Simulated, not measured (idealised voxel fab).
Documented hereafter: the process module known as voxel wiring stack.
FYI the section here is cut, 230 nm wide, cells are 5 nm squares.
Think of the cross-section as a grid of square cells. We describe it in bands, top to bottom, and each band covers one or more rows of those cells.
A band entry consists of two parts. The first gives the height of the band's top and the height of its bottom, in nm. The rest lists the band's materials from left to right, each with its width in nm. A single material labelled with the word "everywhere" fills the band from edge to edge, and the word "air" marks empty space.
Height reference: 0 = level under which incoming wafer is all one material. Lowest band: no bottom, runs on downward, e.g. "0..down".
Width: "30..40" (first number = top row, second number = bottom row, same change from row to row of cells).
A step reported as "no alteration" is a step in which no cell of the cross-section changed.
Reported under the label "Closed void entries" are the empty spaces having no open way to the top and comprising 8 cells or more; the notation for each is width x height at distance, in which the distance is measured from the left edge and all three values are in nm.
after a step's settings: what the simulator itself notes on the step
overlay nm: mask right of planned place by this much (step with mask). Neg. = left.

These are the steps we planned for the process
- 1: RECEIVE, material Si
- 2: CONFORMAL_DEP, material SiO2, thk nm 10
- 3: DIRECTIONAL_DEP, material TiN, thk nm 5
- 4: DIRECTIONAL_DEP, material W, thk nm 20
- 5: PATTERN, tone cover, mask id METAL_1, material resist, width nm 25, pitch nm 40, thk nm 20, overlay nm 0
- 6: DIRECTIONAL_ETCH, etch materials W, depth nm 20
- 7: DIRECTIONAL_ETCH, etch materials TiN, depth nm 5
- 8: STRIP, etch materials resist
- 9: CONFORMAL_DEP, material SiN, thk nm 5
- 10: FILL_DEP, material SiO2, thk nm 10
- 11: CMP, height nm 35
- 12: CONFORMAL_DEP, material SiCN, thk nm 5
- 13: DIRECTIONAL_DEP, material lowk, thk nm 15
- 14: MASKED_ETCH, tone open, mask id PLUG_1, width nm 15, pitch nm 80, etch materials lowk, depth nm 15, overlay nm 0
- 15: MASKED_ETCH, tone open, mask id PLUG_1, width nm 15, pitch nm 80, etch materials SiCN, depth nm 5, overlay nm 0
- 16: EPI, material Ru, thk nm 10
- 17: EPI, material Ru, thk nm 10
- 18: DIRECTIONAL_DEP, material TiN, thk nm 5
- 19: DIRECTIONAL_DEP, material Ru, thk nm 15
- 20: DIRECTIONAL_DEP, material aC, thk nm 10
- 21: PATTERN, tone cover, mask id METAL_2, material resist, width nm 25, pitch nm 40, thk nm 30, overlay nm 0
- 22: DIRECTIONAL_ETCH, etch materials aC, depth nm 10
- 23: STRIP, etch materials resist
- 24: DIRECTIONAL_ETCH, etch materials Ru, depth nm 15
- 25: DIRECTIONAL_ETCH, etch materials TiN, depth nm 5
- 26: STRIP, etch materials aC
- 27: CONFORMAL_DEP, material SiCN, thk nm 5
- 28: FILL_DEP, material lowk, thk nm 5
- 29: CMP, height nm 75
- 30: CONFORMAL_DEP, material SiCN, thk nm 5
- 31: DIRECTIONAL_DEP, material SiO2, thk nm 35
- 32: MASKED_ETCH, tone open, mask id METAL_3_HOLES, width nm 15, pitch nm 40, etch materials SiO2, depth nm 35, overlay nm 0
- 33: DIRECTIONAL_DEP, material aC, thk nm 15
- 34: PATTERN, tone open, mask id METAL_3, material resist, width nm 25, pitch nm 40, thk nm 30, overlay nm 0
- 35: DIRECTIONAL_ETCH, etch materials aC, depth nm 15
- 36: STRIP, etch materials resist
- 37: DIRECTIONAL_ETCH, etch materials SiO2, depth nm 20
- 38: DIRECTIONAL_ETCH, etch materials SiCN, depth nm 5
- 39: STRIP, etch materials aC
- 40: CONFORMAL_DEP, material TiN, thk nm 5
- 41: FILL_DEP, material Cu, thk nm 10
- 42: CMP, height nm 115
- 43: CONFORMAL_DEP, material SiCN, thk nm 5
- 44: DIRECTIONAL_DEP, material lowk, thk nm 25
- 45: DIRECTIONAL_DEP, material aC, thk nm 15
- 46: PATTERN, tone open, mask id METAL_4_HOLES, material resist, width nm 15, pitch nm 40, thk nm 35, overlay nm 0
- 47: DIRECTIONAL_ETCH, etch materials aC, depth nm 15
- 48: STRIP, etch materials resist
- 49: DIRECTIONAL_ETCH, etch materials lowk, depth nm 25
- 50: STRIP, etch materials aC
- 51: MASKED_ETCH, tone open, mask id METAL_4, width nm 25, pitch nm 40, etch materials lowk, depth nm 15, overlay nm 0
- 52: MASKED_ETCH, tone open, mask id METAL_4, width nm 25, pitch nm 40, etch materials SiCN, depth nm 5, overlay nm 0
- 53: CONFORMAL_DEP, material TiN, thk nm 5
- 54: FILL_DEP, material Ru, thk nm 10
- 55: CMP, height nm 145
- 56: CONFORMAL_DEP, material SiCN, thk nm 5

The following pertains to the first of two wafers, which was processed as planned

Wafer as received: cross-section following step 1
- 0..down | Si everywhere
- Closed void entries: none

After step 2, in cross-section
- 10..0 | SiO2 everywhere
- Under 0: no change, same as before.

After step 3, in cross-section
- 15..10 | TiN everywhere
- Under 10: no change, same as before.

After step 4, in cross-section
- 35..15 | W everywhere
- Under 15: no change, same as before.

After step 5, in cross-section
- 55..35 | air (60); resist (25); air (15); resist (25); air (15); resist (25); air (65)
- Under 35: no change, same as before.

After step 6, in cross-section
- 55..35 | air (60); resist (25); air (15); resist (25); air (15); resist (25); air (65)
- 35..15 | air (60); W (25); air (15); W (25); air (15); W (25); air (65)
- Under 15: no change, same as before.

After step 7, in cross-section
- 55..35 | air (60); resist (25); air (15); resist (25); air (15); resist (25); air (65)
- 35..15 | air (60); W (25); air (15); W (25); air (15); W (25); air (65)
- 15..10 | air (60); TiN (25); air (15); TiN (25); air (15); TiN (25); air (65)
- Under 10: no change, same as before.

After step 8, in cross-section
- 35..15 | air (60); W (25); air (15); W (25); air (15); W (25); air (65)
- Under 15: no change, same as before.

After step 9, in cross-section
- 40..35 | air (55); SiN (35); air (5); SiN (35); air (5); SiN (35); air (60)
- 35..15 | air (55); SiN (5); W (25); SiN (5); air (5); SiN (5); W (25); SiN (5); air (5); SiN (5); W (25); SiN (5); air (60)
- 15..10 | SiN (60); TiN (25); SiN (15); TiN (25); SiN (15); TiN (25); SiN (65)
- Under 10: no change, same as before.

After step 10, in cross-section
- 50..40 | SiO2 everywhere
- 40..35 | SiO2 (55); SiN (35); SiO2 (5); SiN (35); SiO2 (5); SiN (35); SiO2 (60)
- 35..15 | SiO2 (55); SiN (5); W (25); SiN (5); SiO2 (5); SiN (5); W (25); SiN (5); SiO2 (5); SiN (5); W (25); SiN (5); SiO2 (60)
- Under 15: no change, same as before.

After step 11, in cross-section
- 35..15 | SiO2 (55); SiN (5); W (25); SiN (5); SiO2 (5); SiN (5); W (25); SiN (5); SiO2 (5); SiN (5); W (25); SiN (5); SiO2 (60)
- Under 15: no change, same as before.

After step 12, in cross-section
- 40..35 | SiCN everywhere
- Under 35: no change, same as before.

After step 13, in cross-section
- 55..40 | lowk everywhere
- Under 40: no change, same as before.

After step 14, in cross-section
- 55..40 | lowk (60); air (15); lowk (65); air (15); lowk (75)
- Under 40: no change, same as before.

After step 15, in cross-section
- 55..40 | lowk (60); air (15); lowk (65); air (15); lowk (75)
- 40..35 | SiCN (60); air (15); SiCN (65); air (15); SiCN (75)
- Under 35: no change, same as before.

After step 16, in cross-section
- 55..45 | lowk (60); air (15); lowk (65); air (15); lowk (75)
- 45..40 | lowk (60); Ru (15); lowk (65); Ru (15); lowk (75)
- 40..35 | SiCN (60); Ru (15); SiCN (65); Ru (15); SiCN (75)
- Under 35: no change, same as before.

After step 17, in cross-section
- 55..40 | lowk (60); Ru (15); lowk (65); Ru (15); lowk (75)
- Under 40: no change, same as before.

After step 18, in cross-section
- 60..55 | TiN everywhere
- Under 55: no change, same as before.

After step 19, in cross-section
- 75..60 | Ru everywhere
- Under 60: no change, same as before.

After step 20, in cross-section
- 85..75 | aC everywhere
- Under 75: no change, same as before.

After step 21, in cross-section
- 115..85 | air (60); resist (25); air (15); resist (25); air (15); resist (25); air (65)
- Under 85: no change, same as before.

After step 22, in cross-section
- 105..85 | air (60); resist (25); air (15); resist (25); air (15); resist (25); air (65)
- 85..75 | air (60); aC (25); air (15); aC (25); air (15); aC (25); air (65)
- Under 75: no change, same as before.

After step 23, in cross-section
- 85..75 | air (60); aC (25); air (15); aC (25); air (15); aC (25); air (65)
- Under 75: no change, same as before.

After step 24, in cross-section
- 85..75 | air (60); aC (25); air (15); aC (25); air (15); aC (25); air (65)
- 75..60 | air (60); Ru (25); air (15); Ru (25); air (15); Ru (25); air (65)
- Under 60: no change, same as before.

After step 25, in cross-section
- 85..75 | air (60); aC (25); air (15); aC (25); air (15); aC (25); air (65)
- 75..60 | air (60); Ru (25); air (15); Ru (25); air (15); Ru (25); air (65)
- 60..55 | air (60); TiN (25); air (15); TiN (25); air (15); TiN (25); air (65)
- Under 55: no change, same as before.

After step 26, in cross-section
- 75..60 | air (60); Ru (25); air (15); Ru (25); air (15); Ru (25); air (65)
- Under 60: no change, same as before.

After step 27, in cross-section
- 80..75 | air (55); SiCN (35); air (5); SiCN (35); air (5); SiCN (35); air (60)
- 75..60 | air (55); SiCN (5); Ru (25); SiCN (5); air (5); SiCN (5); Ru (25); SiCN (5); air (5); SiCN (5); Ru (25); SiCN (5); air (60)
- 60..55 | SiCN (60); TiN (25); SiCN (15); TiN (25); SiCN (15); TiN (25); SiCN (65)
- Under 55: no change, same as before.

After step 28, in cross-section
- 85..80 | lowk everywhere
- 80..75 | lowk (55); SiCN (35); lowk (5); SiCN (35); lowk (5); SiCN (35); lowk (60)
- 75..60 | lowk (55); SiCN (5); Ru (25); SiCN (5); lowk (5); SiCN (5); Ru (25); SiCN (5); lowk (5); SiCN (5); Ru (25); SiCN (5); lowk (60)
- Under 60: no change, same as before.

After step 29, in cross-section
- 75..60 | lowk (55); SiCN (5); Ru (25); SiCN (5); lowk (5); SiCN (5); Ru (25); SiCN (5); lowk (5); SiCN (5); Ru (25); SiCN (5); lowk (60)
- Under 60: no change, same as before.

After step 30, in cross-section
- 80..75 | SiCN everywhere
- Under 75: no change, same as before.

After step 31, in cross-section
- 115..80 | SiO2 everywhere
- Under 80: no change, same as before.

After step 32, in cross-section
- 115..80 | SiO2 (60); air (15); SiO2 (25); air (15); SiO2 (25); air (15); SiO2 (75)
- Under 80: no change, same as before.

After step 33, in cross-section
- 130..115 | aC (60); air (15); aC (25); air (15); aC (25); air (15); aC (75)
- 115..95 | SiO2 (60); air (15); SiO2 (25); air (15); SiO2 (25); air (15); SiO2 (75)
- 95..80 | SiO2 (60); aC (15); SiO2 (25); aC (15); SiO2 (25); aC (15); SiO2 (75)
- Under 80: no change, same as before.

After step 34, in cross-section
- 160..130 | resist (60); air (25); resist (15); air (25); resist (15); air (25); resist (65)
- Under 130: no change, same as before.

After step 35, in cross-section
- 145..130 | resist (60); air (25); resist (15); air (25); resist (15); air (25); resist (65)
- 130..115 | aC (60); air (25); aC (15); air (25); aC (15); air (25); aC (65)
- 115..80 | SiO2 (60); air (15); SiO2 (25); air (15); SiO2 (25); air (15); SiO2 (75)
- Under 80: no change, same as before.

After step 36, in cross-section
- 130..115 | aC (60); air (25); aC (15); air (25); aC (15); air (25); aC (65)
- Under 115: no change, same as before.

After step 37, in cross-section
- 130..115 | aC (60); air (25); aC (15); air (25); aC (15); air (25); aC (65)
- 115..95 | SiO2 (60); air (25); SiO2 (15); air (25); SiO2 (15); air (25); SiO2 (65)
- Under 95: no change, same as before.

After step 38, in cross-section
- 130..115 | aC (60); air (25); aC (15); air (25); aC (15); air (25); aC (65)
- 115..95 | SiO2 (60); air (25); SiO2 (15); air (25); SiO2 (15); air (25); SiO2 (65)
- 95..80 | SiO2 (60); air (15); SiO2 (25); air (15); SiO2 (25); air (15); SiO2 (75)
- 80..75 | SiCN (60); air (15); SiCN (25); air (15); SiCN (25); air (15); SiCN (75)
- Under 75: no change, same as before.

After step 39, in cross-section
- 115..95 | SiO2 (60); air (25); SiO2 (15); air (25); SiO2 (15); air (25); SiO2 (65)
- Under 95: no change, same as before.

After step 40, in cross-section
- 120..115 | TiN (65); air (15); TiN (25); air (15); TiN (25); air (15); TiN (70)
- 115..100 | SiO2 (60); TiN (5); air (15); TiN (5); SiO2 (15); TiN (5); air (15); TiN (5); SiO2 (15); TiN (5); air (15); TiN (5); SiO2 (65)
- 100..95 | SiO2 (60); TiN (5); air (5); TiN (15); SiO2 (15); TiN (5); air (5); TiN (15); SiO2 (15); TiN (5); air (5); TiN (15); SiO2 (65)
- 95..80 | SiO2 (60); TiN (5); air (5); TiN (5); SiO2 (25); TiN (5); air (5); TiN (5); SiO2 (25); TiN (5); air (5); TiN (5); SiO2 (75)
- 80..75 | SiCN (60); TiN (15); SiCN (25); TiN (15); SiCN (25); TiN (15); SiCN (75)
- Under 75: no change, same as before.

After step 41, in cross-section
- 130..120 | Cu everywhere
- 120..115 | TiN (65); Cu (15); TiN (25); Cu (15); TiN (25); Cu (15); TiN (70)
- 115..100 | SiO2 (60); TiN (5); Cu (15); TiN (5); SiO2 (15); TiN (5); Cu (15); TiN (5); SiO2 (15); TiN (5); Cu (15); TiN (5); SiO2 (65)
- 100..95 | SiO2 (60); TiN (5); Cu (5); TiN (15); SiO2 (15); TiN (5); Cu (5); TiN (15); SiO2 (15); TiN (5); Cu (5); TiN (15); SiO2 (65)
- 95..80 | SiO2 (60); TiN (5); Cu (5); TiN (5); SiO2 (25); TiN (5); Cu (5); TiN (5); SiO2 (25); TiN (5); Cu (5); TiN (5); SiO2 (75)
- Under 80: no change, same as before.

After step 42, in cross-section
- 115..100 | SiO2 (60); TiN (5); Cu (15); TiN (5); SiO2 (15); TiN (5); Cu (15); TiN (5); SiO2 (15); TiN (5); Cu (15); TiN (5); SiO2 (65)
- Under 100: no change, same as before.

After step 43, in cross-section
- 120..115 | SiCN everywhere
- Under 115: no change, same as before.

After step 44, in cross-section
- 145..120 | lowk everywhere
- Under 120: no change, same as before.

After step 45, in cross-section
- 160..145 | aC everywhere
- Under 145: no change, same as before.

After step 46, in cross-section
- 195..160 | resist (60); air (15); resist (25); air (15); resist (25); air (15); resist (75)
- Under 160: no change, same as before.

After step 47, in cross-section
- 180..160 | resist (60); air (15); resist (25); air (15); resist (25); air (15); resist (75)
- 160..145 | aC (60); air (15); aC (25); air (15); aC (25); air (15); aC (75)
- Under 145: no change, same as before.

After step 48, in cross-section
- 160..145 | aC (60); air (15); aC (25); air (15); aC (25); air (15); aC (75)
- Under 145: no change, same as before.

After step 49, in cross-section
- 160..145 | aC (60); air (15); aC (25); air (15); aC (25); air (15); aC (75)
- 145..120 | lowk (60); air (15); lowk (25); air (15); lowk (25); air (15); lowk (75)
- Under 120: no change, same as before.

After step 50, in cross-section
- 145..120 | lowk (60); air (15); lowk (25); air (15); lowk (25); air (15); lowk (75)
- Under 120: no change, same as before.

After step 51, in cross-section
- 145..130 | lowk (60); air (25); lowk (15); air (25); lowk (15); air (25); lowk (65)
- Under 130: no change, same as before.

After step 52, in cross-section
- 145..130 | lowk (60); air (25); lowk (15); air (25); lowk (15); air (25); lowk (65)
- 130..120 | lowk (60); air (15); lowk (25); air (15); lowk (25); air (15); lowk (75)
- 120..115 | SiCN (60); air (15); SiCN (25); air (15); SiCN (25); air (15); SiCN (75)
- Under 115: no change, same as before.

After step 53, in cross-section
- 150..145 | TiN (65); air (15); TiN (25); air (15); TiN (25); air (15); TiN (70)
- 145..135 | lowk (60); TiN (5); air (15); TiN (5); lowk (15); TiN (5); air (15); TiN (5); lowk (15); TiN (5); air (15); TiN (5); lowk (65)
- 135..130 | lowk (60); TiN (5); air (5); TiN (15); lowk (15); TiN (5); air (5); TiN (15); lowk (15); TiN (5); air (5); TiN (15); lowk (65)
- 130..120 | lowk (60); TiN (5); air (5); TiN (5); lowk (25); TiN (5); air (5); TiN (5); lowk (25); TiN (5); air (5); TiN (5); lowk (75)
- 120..115 | SiCN (60); TiN (15); SiCN (25); TiN (15); SiCN (25); TiN (15); SiCN (75)
- Under 115: no change, same as before.

After step 54, in cross-section
- 160..150 | Ru everywhere
- 150..145 | TiN (65); Ru (15); TiN (25); Ru (15); TiN (25); Ru (15); TiN (70)
- 145..135 | lowk (60); TiN (5); Ru (15); TiN (5); lowk (15); TiN (5); Ru (15); TiN (5); lowk (15); TiN (5); Ru (15); TiN (5); lowk (65)
- 135..130 | lowk (60); TiN (5); Ru (5); TiN (15); lowk (15); TiN (5); Ru (5); TiN (15); lowk (15); TiN (5); Ru (5); TiN (15); lowk (65)
- 130..120 | lowk (60); TiN (5); Ru (5); TiN (5); lowk (25); TiN (5); Ru (5); TiN (5); lowk (25); TiN (5); Ru (5); TiN (5); lowk (75)
- Under 120: no change, same as before.

After step 55, in cross-section
- 145..135 | lowk (60); TiN (5); Ru (15); TiN (5); lowk (15); TiN (5); Ru (15); TiN (5); lowk (15); TiN (5); Ru (15); TiN (5); lowk (65)
- Under 135: no change, same as before.

After step 56, in cross-section
- 150..145 | SiCN everywhere
- Under 145: no change, same as before.

Wafer two of two - same starting point, same process plan, one mistake in execution; matches wafer one up to and including step 10

Second wafer: cross-section at the scheduled end of step 11: no alteration

Second wafer: cross-section at the scheduled end of step 12
- 55..50 | SiCN everywhere
- Under 50: no change, same as before.

Second wafer: cross-section at the scheduled end of step 13
- 70..55 | lowk everywhere
- Under 55: no change, same as before.

Second wafer: cross-section at the scheduled end of step 14
- 70..55 | lowk (60); air (15); lowk (65); air (15); lowk (75)
- Under 55: no change, same as before.

Second wafer: cross-section at the scheduled end of step 15
- 70..55 | lowk (60); air (15); lowk (65); air (15); lowk (75)
- 55..50 | SiCN (60); air (15); SiCN (65); air (15); SiCN (75)
- Under 50: no change, same as before.

Second wafer: cross-section at the scheduled end of step 16: no alteration

Second wafer: cross-section at the scheduled end of step 17: no alteration

Second wafer: cross-section at the scheduled end of step 18
- 75..70 | TiN (60); air (15); TiN (65); air (15); TiN (75)
- 70..55 | lowk (60); air (15); lowk (65); air (15); lowk (75)
- 55..50 | SiCN (60); TiN (15); SiCN (65); TiN (15); SiCN (75)
- Under 50: no change, same as before.

Second wafer: cross-section at the scheduled end of step 19
- 90..75 | Ru (60); air (15); Ru (65); air (15); Ru (75)
- 75..70 | TiN (60); air (15); TiN (65); air (15); TiN (75)
- 70..55 | lowk (60); Ru (15); lowk (65); Ru (15); lowk (75)
- Under 55: no change, same as before.

Second wafer: cross-section at the scheduled end of step 20
- 100..90 | aC (60); air (15); aC (65); air (15); aC (75)
- 90..80 | Ru (60); air (15); Ru (65); air (15); Ru (75)
- 80..75 | Ru (60); aC (15); Ru (65); aC (15); Ru (75)
- 75..70 | TiN (60); aC (15); TiN (65); aC (15); TiN (75)
- Under 70: no change, same as before.

Second wafer: cross-section at the scheduled end of step 21
- 130..100 | air (60); resist (25); air (15); resist (25); air (15); resist (25); air (65)
- 100..90 | aC (60); resist (15); aC (65); resist (15); aC (75)
- 90..80 | Ru (60); resist (15); Ru (65); resist (15); Ru (75)
- Under 80: no change, same as before.

Second wafer: cross-section at the scheduled end of step 22
- 120..100 | air (60); resist (25); air (15); resist (25); air (15); resist (25); air (65)
- 100..90 | air (60); resist (15); aC (10); air (15); aC (25); air (15); resist (15); aC (10); air (65)
- Under 90: no change, same as before.

Second wafer: cross-section at the scheduled end of step 23
- 100..90 | air (75); aC (10); air (15); aC (25); air (30); aC (10); air (65)
- 90..80 | Ru (60); air (15); Ru (65); air (15); Ru (75)
- Under 80: no change, same as before.

Second wafer: cross-section at the scheduled end of step 24
- 100..90 | air (75); aC (10); air (15); aC (25); air (30); aC (10); air (65)
- 90..80 | air (75); Ru (10); air (15); Ru (25); air (30); Ru (10); air (65)
- 80..75 | air (60); aC (15); Ru (10); air (15); Ru (25); air (15); aC (15); Ru (10); air (65)
- Under 75: no change, same as before.

Second wafer: cross-section at the scheduled end of step 25
- 100..90 | air (75); aC (10); air (15); aC (25); air (30); aC (10); air (65)
- 90..80 | air (75); Ru (10); air (15); Ru (25); air (30); Ru (10); air (65)
- 80..75 | air (60); aC (15); Ru (10); air (15); Ru (25); air (15); aC (15); Ru (10); air (65)
- 75..70 | air (60); aC (15); TiN (10); air (15); TiN (25); air (15); aC (15); TiN (10); air (65)
- Under 70: no change, same as before.

Second wafer: cross-section at the scheduled end of step 26
- 90..75 | air (75); Ru (10); air (15); Ru (25); air (30); Ru (10); air (65)
- 75..70 | air (75); TiN (10); air (15); TiN (25); air (30); TiN (10); air (65)
- Under 70: no change, same as before.

Second wafer: cross-section at the scheduled end of step 27
- 95..90 | air (70); SiCN (20); air (5); SiCN (35); air (20); SiCN (20); air (60)
- 90..75 | air (70); SiCN (5); Ru (10); SiCN (5); air (5); SiCN (5); Ru (25); SiCN (5); air (20); SiCN (5); Ru (10); SiCN (5); air (60)
- 75..70 | SiCN (75); TiN (10); SiCN (15); TiN (25); SiCN (30); TiN (10); SiCN (65)
- Under 70: no change, same as before.

Second wafer: cross-section at the scheduled end of step 28
- 100..95 | lowk everywhere
- 95..90 | lowk (70); SiCN (20); lowk (5); SiCN (35); lowk (20); SiCN (20); lowk (60)
- 90..75 | lowk (70); SiCN (5); Ru (10); SiCN (5); lowk (5); SiCN (5); Ru (25); SiCN (5); lowk (20); SiCN (5); Ru (10); SiCN (5); lowk (60)
- Under 75: no change, same as before.

Second wafer: cross-section at the scheduled end of step 29
- 75..70 | SiCN (75); TiN (10); SiCN (15); TiN (25); SiCN (30); TiN (10); SiCN (65)
- Under 70: no change, same as before.

Second wafer: cross-section at the scheduled end of step 30
- 80..75 | SiCN everywhere
- Under 75: no change, same as before.

Second wafer: cross-section at the scheduled end of step 31
- 115..80 | SiO2 everywhere
- Under 80: no change, same as before.

Second wafer: cross-section at the scheduled end of step 32
- 115..80 | SiO2 (60); air (15); SiO2 (25); air (15); SiO2 (25); air (15); SiO2 (75)
- Under 80: no change, same as before.

Second wafer: cross-section at the scheduled end of step 33
- 130..115 | aC (60); air (15); aC (25); air (15); aC (25); air (15); aC (75)
- 115..95 | SiO2 (60); air (15); SiO2 (25); air (15); SiO2 (25); air (15); SiO2 (75)
- 95..80 | SiO2 (60); aC (15); SiO2 (25); aC (15); SiO2 (25); aC (15); SiO2 (75)
- Under 80: no change, same as before.

Second wafer: cross-section at the scheduled end of step 34
- 160..130 | resist (60); air (25); resist (15); air (25); resist (15); air (25); resist (65)
- Under 130: no change, same as before.

Second wafer: cross-section at the scheduled end of step 35
- 145..130 | resist (60); air (25); resist (15); air (25); resist (15); air (25); resist (65)
- 130..115 | aC (60); air (25); aC (15); air (25); aC (15); air (25); aC (65)
- 115..80 | SiO2 (60); air (15); SiO2 (25); air (15); SiO2 (25); air (15); SiO2 (75)
- Under 80: no change, same as before.

Second wafer: cross-section at the scheduled end of step 36
- 130..115 | aC (60); air (25); aC (15); air (25); aC (15); air (25); aC (65)
- Under 115: no change, same as before.

Second wafer: cross-section at the scheduled end of step 37
- 130..115 | aC (60); air (25); aC (15); air (25); aC (15); air (25); aC (65)
- 115..95 | SiO2 (60); air (25); SiO2 (15); air (25); SiO2 (15); air (25); SiO2 (65)
- Under 95: no change, same as before.

Second wafer: cross-section at the scheduled end of step 38
- 130..115 | aC (60); air (25); aC (15); air (25); aC (15); air (25); aC (65)
- 115..95 | SiO2 (60); air (25); SiO2 (15); air (25); SiO2 (15); air (25); SiO2 (65)
- 95..80 | SiO2 (60); air (15); SiO2 (25); air (15); SiO2 (25); air (15); SiO2 (75)
- 80..75 | SiCN (60); air (15); SiCN (25); air (15); SiCN (25); air (15); SiCN (75)
- Under 75: no change, same as before.

Second wafer: cross-section at the scheduled end of step 39
- 115..95 | SiO2 (60); air (25); SiO2 (15); air (25); SiO2 (15); air (25); SiO2 (65)
- Under 95: no change, same as before.

Second wafer: cross-section at the scheduled end of step 40
- 120..115 | TiN (65); air (15); TiN (25); air (15); TiN (25); air (15); TiN (70)
- 115..100 | SiO2 (60); TiN (5); air (15); TiN (5); SiO2 (15); TiN (5); air (15); TiN (5); SiO2 (15); TiN (5); air (15); TiN (5); SiO2 (65)
- 100..95 | SiO2 (60); TiN (5); air (5); TiN (15); SiO2 (15); TiN (5); air (5); TiN (15); SiO2 (15); TiN (5); air (5); TiN (15); SiO2 (65)
- 95..80 | SiO2 (60); TiN (5); air (5); TiN (5); SiO2 (25); TiN (5); air (5); TiN (5); SiO2 (25); TiN (5); air (5); TiN (5); SiO2 (75)
- 80..70 | SiCN (60..75); TiN (15..10); SiCN (25..15); TiN (15..25); SiCN (25..30); TiN (15..10); SiCN (75..65)
- Under 70: no change, same as before.

Second wafer: cross-section at the scheduled end of step 41
- 130..120 | Cu everywhere
- 120..115 | TiN (65); Cu (15); TiN (25); Cu (15); TiN (25); Cu (15); TiN (70)
- 115..100 | SiO2 (60); TiN (5); Cu (15); TiN (5); SiO2 (15); TiN (5); Cu (15); TiN (5); SiO2 (15); TiN (5); Cu (15); TiN (5); SiO2 (65)
- 100..95 | SiO2 (60); TiN (5); Cu (5); TiN (15); SiO2 (15); TiN (5); Cu (5); TiN (15); SiO2 (15); TiN (5); Cu (5); TiN (15); SiO2 (65)
- 95..80 | SiO2 (60); TiN (5); Cu (5); TiN (5); SiO2 (25); TiN (5); Cu (5); TiN (5); SiO2 (25); TiN (5); Cu (5); TiN (5); SiO2 (75)
- Under 80: no change, same as before.

Second wafer: cross-section at the scheduled end of step 42
- 115..100 | SiO2 (60); TiN (5); Cu (15); TiN (5); SiO2 (15); TiN (5); Cu (15); TiN (5); SiO2 (15); TiN (5); Cu (15); TiN (5); SiO2 (65)
- Under 100: no change, same as before.

Second wafer: cross-section at the scheduled end of step 43
- 120..115 | SiCN everywhere
- Under 115: no change, same as before.

Second wafer: cross-section at the scheduled end of step 44
- 145..120 | lowk everywhere
- Under 120: no change, same as before.

Second wafer: cross-section at the scheduled end of step 45
- 160..145 | aC everywhere
- Under 145: no change, same as before.

Second wafer: cross-section at the scheduled end of step 46
- 195..160 | resist (60); air (15); resist (25); air (15); resist (25); air (15); resist (75)
- Under 160: no change, same as before.

Second wafer: cross-section at the scheduled end of step 47
- 180..160 | resist (60); air (15); resist (25); air (15); resist (25); air (15); resist (75)
- 160..145 | aC (60); air (15); aC (25); air (15); aC (25); air (15); aC (75)
- Under 145: no change, same as before.

Second wafer: cross-section at the scheduled end of step 48
- 160..145 | aC (60); air (15); aC (25); air (15); aC (25); air (15); aC (75)
- Under 145: no change, same as before.

Second wafer: cross-section at the scheduled end of step 49
- 160..145 | aC (60); air (15); aC (25); air (15); aC (25); air (15); aC (75)
- 145..120 | lowk (60); air (15); lowk (25); air (15); lowk (25); air (15); lowk (75)
- Under 120: no change, same as before.

Second wafer: cross-section at the scheduled end of step 50
- 145..120 | lowk (60); air (15); lowk (25); air (15); lowk (25); air (15); lowk (75)
- Under 120: no change, same as before.

Second wafer: cross-section at the scheduled end of step 51
- 145..130 | lowk (60); air (25); lowk (15); air (25); lowk (15); air (25); lowk (65)
- Under 130: no change, same as before.

Second wafer: cross-section at the scheduled end of step 52
- 145..130 | lowk (60); air (25); lowk (15); air (25); lowk (15); air (25); lowk (65)
- 130..120 | lowk (60); air (15); lowk (25); air (15); lowk (25); air (15); lowk (75)
- 120..115 | SiCN (60); air (15); SiCN (25); air (15); SiCN (25); air (15); SiCN (75)
- Under 115: no change, same as before.

Second wafer: cross-section at the scheduled end of step 53
- 150..145 | TiN (65); air (15); TiN (25); air (15); TiN (25); air (15); TiN (70)
- 145..135 | lowk (60); TiN (5); air (15); TiN (5); lowk (15); TiN (5); air (15); TiN (5); lowk (15); TiN (5); air (15); TiN (5); lowk (65)
- 135..130 | lowk (60); TiN (5); air (5); TiN (15); lowk (15); TiN (5); air (5); TiN (15); lowk (15); TiN (5); air (5); TiN (15); lowk (65)
- 130..120 | lowk (60); TiN (5); air (5); TiN (5); lowk (25); TiN (5); air (5); TiN (5); lowk (25); TiN (5); air (5); TiN (5); lowk (75)
- 120..115 | SiCN (60); TiN (15); SiCN (25); TiN (15); SiCN (25); TiN (15); SiCN (75)
- Under 115: no change, same as before.

Second wafer: cross-section at the scheduled end of step 54
- 160..150 | Ru everywhere
- 150..145 | TiN (65); Ru (15); TiN (25); Ru (15); TiN (25); Ru (15); TiN (70)
- 145..135 | lowk (60); TiN (5); Ru (15); TiN (5); lowk (15); TiN (5); Ru (15); TiN (5); lowk (15); TiN (5); Ru (15); TiN (5); lowk (65)
- 135..130 | lowk (60); TiN (5); Ru (5); TiN (15); lowk (15); TiN (5); Ru (5); TiN (15); lowk (15); TiN (5); Ru (5); TiN (15); lowk (65)
- 130..120 | lowk (60); TiN (5); Ru (5); TiN (5); lowk (25); TiN (5); Ru (5); TiN (5); lowk (25); TiN (5); Ru (5); TiN (5); lowk (75)
- Under 120: no change, same as before.

Second wafer: cross-section at the scheduled end of step 55
- 145..135 | lowk (60); TiN (5); Ru (15); TiN (5); lowk (15); TiN (5); Ru (15); TiN (5); lowk (15); TiN (5); Ru (15); TiN (5); lowk (65)
- Under 135: no change, same as before.

Second wafer: cross-section at the scheduled end of step 56
- 150..145 | SiCN everywhere
- Under 145: no change, same as before.
What was the processing mistake? the plan's step 11 was left out and never carried out
In the final state, the cell counts of the second wafer exceed or fall short of those of the first for the following materials: -51 Ru; -12 SiCN; +21 SiN; +117 SiO2; -75 lowk
